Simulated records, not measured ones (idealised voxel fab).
Proc. module: voxel wiring stack
Square cells of 5 nm make up the cross-section cut, whose width is 300 nm.
A cross-section is written here as square cells arranged in a grid, and it is given in bands from the top down, each band taking up one or more rows of cells. It is stipulated that each band's entry specify, in nanometres, the height of the top of the band and then that of its bottom, followed by the materials of the band in left-to-right sequence, each together with its width in nanometres. A single material marked by the word "everywhere" is understood to fill the band from edge to edge; the word "empty" is understood to denote empty space. Height reference: 0 = level under which incoming wafer is all one material. Lowest band: no bottom, runs on downward, e.g. "z 0 and below". A width such as "30..40" changes by the same amount from each row of cells to the next, from the band's top row to its bottom row. "no modification" -> step changed no cross-section cell. Closed empty spaces (no open way to the top) of 8 cells or more are what "Enclosed void inventory" lists, each as width x height at distance from the left edge, nm for all three. Post-settings text on a step line: simulator's own remark regarding the step. overlay nm: for a step with a mask, the amount by which the mask lay right of where it was planned; a negative amount means left of it.

Process steps foreseen in the plan:
| 1 | RECEIVE [material Si] |
| 2 | CONFORMAL_DEP [material SiO2] [thk nm 15] |
| 3 | DIRECTIONAL_DEP [material TiN] [thk nm 5] |
| 4 | DIRECTIONAL_DEP [material W] [thk nm 25] |
| 5 | DIRECTIONAL_DEP [material aC] [thk nm 15] |
| 6 | PATTERN [tone cover] [mask id METAL_1] [material resist] [width nm 30] [pitch nm 50] [thk nm 35] [overlay nm 0] |
| 7 | DIRECTIONAL_ETCH [etch materials aC] [depth nm 15] |
| 8 | STRIP [etch materials resist] |
| 9 | DIRECTIONAL_ETCH [etch materials W] [depth nm 25] |
| 10 | DIRECTIONAL_ETCH [etch materials TiN] [depth nm 5] |
| 11 | STRIP [etch materials aC] |
| 12 | CONFORMAL_DEP [material SiCN] [thk nm 5] |
| 13 | FILL_DEP [material lowk] [thk nm 10] |
| 14 | CMP [height nm 45] |
| 15 | CONFORMAL_DEP [material SiCN] [thk nm 5] |
| 16 | DIRECTIONAL_DEP [material SiO2] [thk nm 15] |
| 17 | DIRECTIONAL_DEP [material aC] [thk nm 10] |
| 18 | PATTERN [tone open] [mask id PLUG_1] [material resist] [width nm 15] [pitch nm 50] [thk nm 30] [overlay nm 0] |
| 19 | DIRECTIONAL_ETCH [etch materials aC] [depth nm 10] |
| 20 | STRIP [etch materials resist] |
| 21 | DIRECTIONAL_ETCH [etch materials SiO2] [depth nm 15] |
| 22 | DIRECTIONAL_ETCH [etch materials SiCN] [depth nm 5] |
| 23 | STRIP [etch materials aC] |
| 24 | EPI [material Ru] [thk nm 10] |
| 25 | EPI [material Ru] [thk nm 10] |
| 26 | DIRECTIONAL_DEP [material TiN] [thk nm 5] |
| 27 | DIRECTIONAL_DEP [material Ru] [thk nm 15] |
| 28 | PATTERN [tone cover] [mask id METAL_2] [material resist] [width nm 30] [pitch nm 50] [thk nm 15] [overlay nm 0] |
| 29 | DIRECTIONAL_ETCH [etch materials Ru] [depth nm 15] |
| 30 | DIRECTIONAL_ETCH [etch materials TiN] [depth nm 5] |
| 31 | STRIP [etch materials resist] |
| 32 | CONFORMAL_DEP [material SiN] [thk nm 5] |
| 33 | FILL_DEP [material lowk] [thk nm 10] |
| 34 | CMP [height nm 85] |
| 35 | CONFORMAL_DEP [material SiN] [thk nm 5] |

Wafer at receipt (post step 1), cross-section:
    z 0 and below: Si everywhere
    Enclosed void inventory: none

Cross-sectional view of the first of the two wafers upon completion of the module, processed in accordance with the plan:
    z 90 to 85: SiN everywhere
    z 85 to 70: 80 nm lowk / 5 nm SiN / 30 nm Ru / 5 nm SiN / 10 nm lowk / 5 nm SiN / 30 nm Ru / 5 nm SiN / 10 nm lowk / 5 nm SiN / 30 nm Ru / 5 nm SiN / 80 nm lowk
    z 70 to 65: 85 nm SiN / 30 nm TiN / 20 nm SiN / 30 nm TiN / 20 nm SiN / 30 nm TiN / 85 nm SiN
    z 65 to 50: 85 nm SiO2 / 15 nm Ru / 35 nm SiO2 / 15 nm Ru / 35 nm SiO2 / 15 nm Ru / 100 nm SiO2
    z 50 to 45: 85 nm SiCN / 15 nm Ru / 35 nm SiCN / 15 nm Ru / 35 nm SiCN / 15 nm Ru / 100 nm SiCN
    z 45 to 20: 80 nm lowk / 5 nm SiCN / 30 nm W / 5 nm SiCN / 10 nm lowk / 5 nm SiCN / 30 nm W / 5 nm SiCN / 10 nm lowk / 5 nm SiCN / 30 nm W / 5 nm SiCN / 80 nm lowk
    z 20 to 15: 85 nm SiCN / 30 nm TiN / 20 nm SiCN / 30 nm TiN / 20 nm SiCN / 30 nm TiN / 85 nm SiCN
    z 15 to 0: SiO2 everywhere
    z 0 and below: Si everywhere
    Enclosed void inventory: none

Wafer two cross-section, module end. Start and plan unchanged from wafer one; one mistake made during the run:
    z 90 to 85: SiN everywhere
    z 85 to 70: 80 nm lowk / 5 nm SiN / 30 nm Ru / 5 nm SiN / 10 nm lowk / 5 nm SiN / 30 nm Ru / 5 nm SiN / 10 nm lowk / 5 nm SiN / 30 nm Ru / 5 nm SiN / 80 nm lowk
    z 70 to 65: 85 nm SiN / 30 nm TiN / 20 nm SiN / 30 nm TiN / 20 nm SiN / 30 nm TiN / 85 nm SiN
    z 65 to 50: 85 nm SiO2 / 15 nm Ru / 35 nm SiO2 / 15 nm Ru / 35 nm SiO2 / 15 nm Ru / 100 nm SiO2
    z 50 to 45: 85 nm SiCN / 15 nm Ru / 35 nm SiCN / 15 nm Ru / 35 nm SiCN / 15 nm Ru / 100 nm SiCN
    z 45 to 35: 80 nm lowk / 5 nm SiCN / 30 nm W / 5 nm SiCN / 10 nm lowk / 5 nm SiCN / 30 nm W / 5 nm SiCN / 10 nm lowk / 5 nm SiCN / 30 nm W / 5 nm SiCN / 80 nm lowk
    z 35 to 30: 85 nm SiCN / 30 nm TiN / 20 nm SiCN / 30 nm TiN / 20 nm SiCN / 30 nm TiN / 85 nm SiCN
    z 30 to 0: SiO2 everywhere
    z 0 and below: Si everywhere
    Enclosed void inventory: none
Nonconformance to the process plan: regarding the plan, step 2 was run twice
Bottom line after processing is that, in cells, the second wafer is up or down on some materials versus the first: 18 fewer of SiCN; 180 more of SiO2; 54 fewer of W; 108 fewer of lowk
